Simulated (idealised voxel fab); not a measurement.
process module | voxel capacitor over wiring
For reference, the cross-section in this document is cut, with width 240 nm and square cells of 5 nm.
Just so we're on the same page, the cross-sections are grids of square cells, and they're listed out in bands top to bottom, each band one or more rows deep. Heights first: top, then bottom, in nm. Then materials, left to right, each with a width in nm. "full width" on a single material: fills the band edge to edge. "blank": empty space. For the purposes of this specification, 0 denotes the height below which the wafer in its as-received condition is composed wholly of one material, and the lowermost band, lacking a lower limit, extends downward without end, as expressed in "z 0 and below". Width "30 to 40": first value at the band's top row of cells, second value at its bottom row, equal change from row to row. Basically "remained the same" means that step didn't change any cell in the cross-section. Closed empty spaces (no open way to the top) of 8 cells or more are what "Trapped void list" lists, each as width x height at distance from the left edge, nm for all three. That trailing text on a step's line, after the settings, is the simulator's own remark on the step. When a step includes a mask, the "overlay nm" setting on its line states how far to the right of its planned place that mask lay, and negative values state how far to the left.
## Steps planned for the process
1,RECEIVE [material Si]
2,CONFORMAL_DEP [material SiO2] [thk nm 15]
3,CONFORMAL_DEP [material SiN] [thk nm 5]
4,DIRECTIONAL_DEP [material SiO2] [thk nm 15]
5,MASKED_ETCH [tone open] [mask id METAL_1] [width nm 20] [pitch nm 70] [etch materials SiO2] [depth nm 15] [overlay nm 0]
6,MASKED_ETCH [tone open] [mask id METAL_1] [width nm 20] [pitch nm 70] [etch materials SiN] [depth nm 5] [overlay nm 0]
7,CONFORMAL_DEP [material TiN] [thk nm 5]
8,FILL_DEP [material W] [thk nm 5]
9,CMP [height nm 35]
10,CONFORMAL_DEP [material SiCN] [thk nm 5]
11,DIRECTIONAL_DEP [material SiO2] [thk nm 10]
12,PATTERN [tone open] [mask id PLUG_1] [material resist] [width nm 15] [thk nm 20] [overlay nm 0]
13,DIRECTIONAL_ETCH [etch materials SiO2] [depth nm 10]
14,DIRECTIONAL_ETCH [etch materials SiCN] [depth nm 5]
15,STRIP [etch materials resist]
16,CONFORMAL_DEP [material TiN] [thk nm 5]
17,FILL_DEP [material Cu] [thk nm 5]
18,CMP [height nm 50]
19,DIRECTIONAL_DEP [material TiN] [thk nm 5]
20,DIRECTIONAL_DEP [material Al2O3] [thk nm 5]
21,DIRECTIONAL_DEP [material TiN] [thk nm 5]
22,MASKED_ETCH [tone cover] [mask id UPPER_PLATE] [width nm 55] [etch materials TiN] [depth nm 5] [overlay nm 0]
23,MASKED_ETCH [tone cover] [mask id UPPER_PLATE] [width nm 55] [etch materials Al2O3] [depth nm 5] [overlay nm 0]
24,DIRECTIONAL_DEP [material aC] [thk nm 15]
25,PATTERN [tone cover] [mask id LOWER_PLATE] [material resist] [width nm 65] [thk nm 35] [overlay nm 0]
26,DIRECTIONAL_ETCH [etch materials aC] [depth nm 15]
27,STRIP [etch materials resist]
28,DIRECTIONAL_ETCH [etch materials TiN] [depth nm 5]
29,STRIP [etch materials aC]
30,FILL_DEP [material SiO2] [thk nm 20]
31,CMP [height nm 80]
32,MASKED_ETCH [tone open] [mask id PLUG_2] [width nm 15] [etch materials SiO2] [depth nm 15] [overlay nm 0]
33,CONFORMAL_DEP [material TiN] [thk nm 5]
34,FILL_DEP [material Cu] [thk nm 5]
35,CMP [height nm 80]
36,CONFORMAL_DEP [material SiN] [thk nm 5]
## First of two wafers: run as planned
## Received-state cross-section, reflecting completion of step 1
	z 0 and below  Si full width
	Trapped void list: none
## The wafer in cross-section once step 2 is complete
	z 15 to 0  SiO2 full width
	Nothing below the height 0 has changed.
## The wafer in cross-section once step 3 is complete
	z 20 to 15  SiN full width
	Nothing below the height 15 has changed.
## The wafer in cross-section once step 4 is complete
	z 35 to 20  SiO2 full width
	Nothing below the height 20 has changed.
## The wafer in cross-section once step 5 is complete
	z 35 to 20  SiO2 75 / blank 20 / SiO2 50 / blank 20 / SiO2 75
	Nothing below the height 20 has changed.
## The wafer in cross-section once step 6 is complete
	z 35 to 20  SiO2 75 / blank 20 / SiO2 50 / blank 20 / SiO2 75
	z 20 to 15  SiN 75 / blank 20 / SiN 50 / blank 20 / SiN 75
	Nothing below the height 15 has changed.
## The wafer in cross-section once step 7 is complete
	z 40 to 35  TiN 80 / blank 10 / TiN 60 / blank 10 / TiN 80
	z 35 to 20  SiO2 75 / TiN 5 / blank 10 / TiN 5 / SiO2 50 / TiN 5 / blank 10 / TiN 5 / SiO2 75
	z 20 to 15  SiN 75 / TiN 20 / SiN 50 / TiN 20 / SiN 75
	Nothing below the height 15 has changed.
## The wafer in cross-section once step 8 is complete
	z 45 to 40  W full width
	z 40 to 35  TiN 80 / W 10 / TiN 60 / W 10 / TiN 80
	z 35 to 20  SiO2 75 / TiN 5 / W 10 / TiN 5 / SiO2 50 / TiN 5 / W 10 / TiN 5 / SiO2 75
	Nothing below the height 20 has changed.
## The wafer in cross-section once step 9 is complete
	z 35 to 20  SiO2 75 / TiN 5 / W 10 / TiN 5 / SiO2 50 / TiN 5 / W 10 / TiN 5 / SiO2 75
	Nothing below the height 20 has changed.
## The wafer in cross-section once step 10 is complete
	z 40 to 35  SiCN full width
	Nothing below the height 35 has changed.
## The wafer in cross-section once step 11 is complete
	z 50 to 40  SiO2 full width
	Nothing below the height 40 has changed.
## The wafer in cross-section once step 12 is complete
	z 70 to 50  resist 80 / blank 15 / resist 145
	Nothing below the height 50 has changed.
## The wafer in cross-section once step 13 is complete
	z 70 to 50  resist 80 / blank 15 / resist 145
	z 50 to 40  SiO2 80 / blank 15 / SiO2 145
	Nothing below the height 40 has changed.
## The wafer in cross-section once step 14 is complete
	z 70 to 50  resist 80 / blank 15 / resist 145
	z 50 to 40  SiO2 80 / blank 15 / SiO2 145
	z 40 to 35  SiCN 80 / blank 15 / SiCN 145
	Nothing below the height 35 has changed.
## The wafer in cross-section once step 15 is complete
	z 50 to 40  SiO2 80 / blank 15 / SiO2 145
	Nothing below the height 40 has changed.
## The wafer in cross-section once step 16 is complete
	z 55 to 50  TiN 85 / blank 5 / TiN 150
	z 50 to 40  SiO2 80 / TiN 5 / blank 5 / TiN 5 / SiO2 145
	z 40 to 35  SiCN 80 / TiN 15 / SiCN 145
	Nothing below the height 35 has changed.
## The wafer in cross-section once step 17 is complete
	z 60 to 55  Cu full width
	z 55 to 50  TiN 85 / Cu 5 / TiN 150
	z 50 to 40  SiO2 80 / TiN 5 / Cu 5 / TiN 5 / SiO2 145
	Nothing below the height 40 has changed.
## The wafer in cross-section once step 18 is complete
	z 50 to 40  SiO2 80 / TiN 5 / Cu 5 / TiN 5 / SiO2 145
	Nothing below the height 40 has changed.
## The wafer in cross-section once step 19 is complete
	z 55 to 50  TiN full width
	Nothing below the height 50 has changed.
## The wafer in cross-section once step 20 is complete
	z 60 to 55  Al2O3 full width
	Nothing below the height 55 has changed.
## The wafer in cross-section once step 21 is complete
	z 65 to 60  TiN full width
	Nothing below the height 60 has changed.
## The wafer in cross-section once step 22 is complete
	z 65 to 60  blank 80 / TiN 55 / blank 105
	Nothing below the height 60 has changed.
## The wafer in cross-section once step 23 is complete
	z 65 to 60  blank 80 / TiN 55 / blank 105
	z 60 to 55  blank 80 / Al2O3 55 / blank 105
	Nothing below the height 55 has changed.
## The wafer in cross-section once step 24 is complete
	z 80 to 70  blank 80 / aC 55 / blank 105
	z 70 to 65  aC full width
	z 65 to 60  aC 80 / TiN 55 / aC 105
	z 60 to 55  aC 80 / Al2O3 55 / aC 105
	Nothing below the height 55 has changed.
## The wafer in cross-section once step 25 is complete
	z 115 to 80  blank 75 / resist 65 / blank 100
	z 80 to 70  blank 75 / resist 5 / aC 55 / resist 5 / blank 100
	Nothing below the height 70 has changed.
## The wafer in cross-section once step 26 is complete
	z 100 to 80  blank 75 / resist 65 / blank 100
	z 80 to 70  blank 75 / resist 5 / aC 55 / resist 5 / blank 100
	z 70 to 65  blank 75 / aC 65 / blank 100
	z 65 to 60  blank 75 / aC 5 / TiN 55 / aC 5 / blank 100
	z 60 to 55  blank 75 / aC 5 / Al2O3 55 / aC 5 / blank 100
	Nothing below the height 55 has changed.
## The wafer in cross-section once step 27 is complete
	z 80 to 70  blank 80 / aC 55 / blank 105
	Nothing below the height 70 has changed.
## The wafer in cross-section once step 28 is complete
	z 80 to 70  blank 80 / aC 55 / blank 105
	z 70 to 65  blank 75 / aC 65 / blank 100
	z 65 to 60  blank 75 / aC 5 / TiN 55 / aC 5 / blank 100
	z 60 to 55  blank 75 / aC 5 / Al2O3 55 / aC 5 / blank 100
	z 55 to 50  blank 75 / TiN 65 / blank 100
	Nothing below the height 50 has changed.
## The wafer in cross-section once step 29 is complete
	z 65 to 60  blank 80 / TiN 55 / blank 105
	z 60 to 55  blank 80 / Al2O3 55 / blank 105
	Nothing below the height 55 has changed.
## The wafer in cross-section once step 30 is complete
	z 85 to 65  SiO2 full width
	z 65 to 60  SiO2 80 / TiN 55 / SiO2 105
	z 60 to 55  SiO2 80 / Al2O3 55 / SiO2 105
	z 55 to 50  SiO2 75 / TiN 65 / SiO2 100
	Nothing below the height 50 has changed.
## The wafer in cross-section once step 31 is complete
	z 80 to 65  SiO2 full width
	Nothing below the height 65 has changed.
## The wafer in cross-section once step 32 is complete
	z 80 to 65  SiO2 90 / blank 15 / SiO2 135
	Nothing below the height 65 has changed.
## The wafer in cross-section once step 33 is complete
	z 85 to 80  TiN 95 / blank 5 / TiN 140
	z 80 to 70  SiO2 90 / TiN 5 / blank 5 / TiN 5 / SiO2 135
	z 70 to 60  SiO2 90 to 80 / TiN 15 to 55 / SiO2 135 to 105
	Nothing below the height 60 has changed.
## The wafer in cross-section once step 34 is complete
	z 90 to 85  Cu full width
	z 85 to 80  TiN 95 / Cu 5 / TiN 140
	z 80 to 70  SiO2 90 / TiN 5 / Cu 5 / TiN 5 / SiO2 135
	Nothing below the height 70 has changed.
## The wafer in cross-section once step 35 is complete
	z 80 to 70  SiO2 90 / TiN 5 / Cu 5 / TiN 5 / SiO2 135
	Nothing below the height 70 has changed.
## The wafer in cross-section once step 36 is complete
	z 85 to 80  SiN full width
	Nothing below the height 80 has changed.
## Second wafer: same start and same plan as the first, one execution error; identical to the first through step 20
Second wafer: cross-section at the scheduled end of step 21: remained the same
Second wafer: cross-section at the scheduled end of step 22: remained the same
## Second wafer: cross-section at the scheduled end of step 23
	z 60 to 55  blank 80 / Al2O3 55 / blank 105
	Nothing below the height 55 has changed.
## Second wafer: cross-section at the scheduled end of step 24
	z 75 to 70  blank 80 / aC 55 / blank 105
	z 70 to 60  aC full width
	z 60 to 55  aC 80 / Al2O3 55 / aC 105
	Nothing below the height 55 has changed.
## Second wafer: cross-section at the scheduled end of step 25
	z 110 to 75  blank 75 / resist 65 / blank 100
	z 75 to 70  blank 75 / resist 5 / aC 55 / resist 5 / blank 100
	Nothing below the height 70 has changed.
## Second wafer: cross-section at the scheduled end of step 26
	z 95 to 75  blank 75 / resist 65 / blank 100
	z 75 to 70  blank 75 / resist 5 / aC 55 / resist 5 / blank 100
	z 70 to 60  blank 75 / aC 65 / blank 100
	z 60 to 55  blank 75 / aC 5 / Al2O3 55 / aC 5 / blank 100
	Nothing below the height 55 has changed.
## Second wafer: cross-section at the scheduled end of step 27
	z 75 to 70  blank 80 / aC 55 / blank 105
	Nothing below the height 70 has changed.
## Second wafer: cross-section at the scheduled end of step 28
	z 75 to 70  blank 80 / aC 55 / blank 105
	z 70 to 60  blank 75 / aC 65 / blank 100
	z 60 to 55  blank 75 / aC 5 / Al2O3 55 / aC 5 / blank 100
	z 55 to 50  blank 75 / TiN 65 / blank 100
	Nothing below the height 50 has changed.
## Second wafer: cross-section at the scheduled end of step 29
	z 60 to 55  blank 80 / Al2O3 55 / blank 105
	Nothing below the height 55 has changed.
## Second wafer: cross-section at the scheduled end of step 30
	z 80 to 60  SiO2 full width
	z 60 to 55  SiO2 80 / Al2O3 55 / SiO2 105
	z 55 to 50  SiO2 75 / TiN 65 / SiO2 100
	Nothing below the height 50 has changed.
Second wafer: cross-section at the scheduled end of step 31: remained the same
## Second wafer: cross-section at the scheduled end of step 32
	z 80 to 65  SiO2 90 / blank 15 / SiO2 135
	Nothing below the height 65 has changed.
## Second wafer: cross-section at the scheduled end of step 33
	z 85 to 80  TiN 95 / blank 5 / TiN 140
	z 80 to 70  SiO2 90 / TiN 5 / blank 5 / TiN 5 / SiO2 135
	z 70 to 65  SiO2 90 / TiN 15 / SiO2 135
	Nothing below the height 65 has changed.
## Second wafer: cross-section at the scheduled end of step 34
	z 90 to 85  Cu full width
	z 85 to 80  TiN 95 / Cu 5 / TiN 140
	z 80 to 70  SiO2 90 / TiN 5 / Cu 5 / TiN 5 / SiO2 135
	Nothing below the height 70 has changed.
## Second wafer: cross-section at the scheduled end of step 35
	z 80 to 70  SiO2 90 / TiN 5 / Cu 5 / TiN 5 / SiO2 135
	Nothing below the height 70 has changed.
## Second wafer: cross-section at the scheduled end of step 36
	z 85 to 80  SiN full width
	Nothing below the height 80 has changed.
The mistake made against the process plan was this: the run left out plan step 21 entirely, so it was never executed
Bottom line after processing is that, in cells, the second wafer is up or down on some materials versus the first: SiO2 +11 | TiN -11
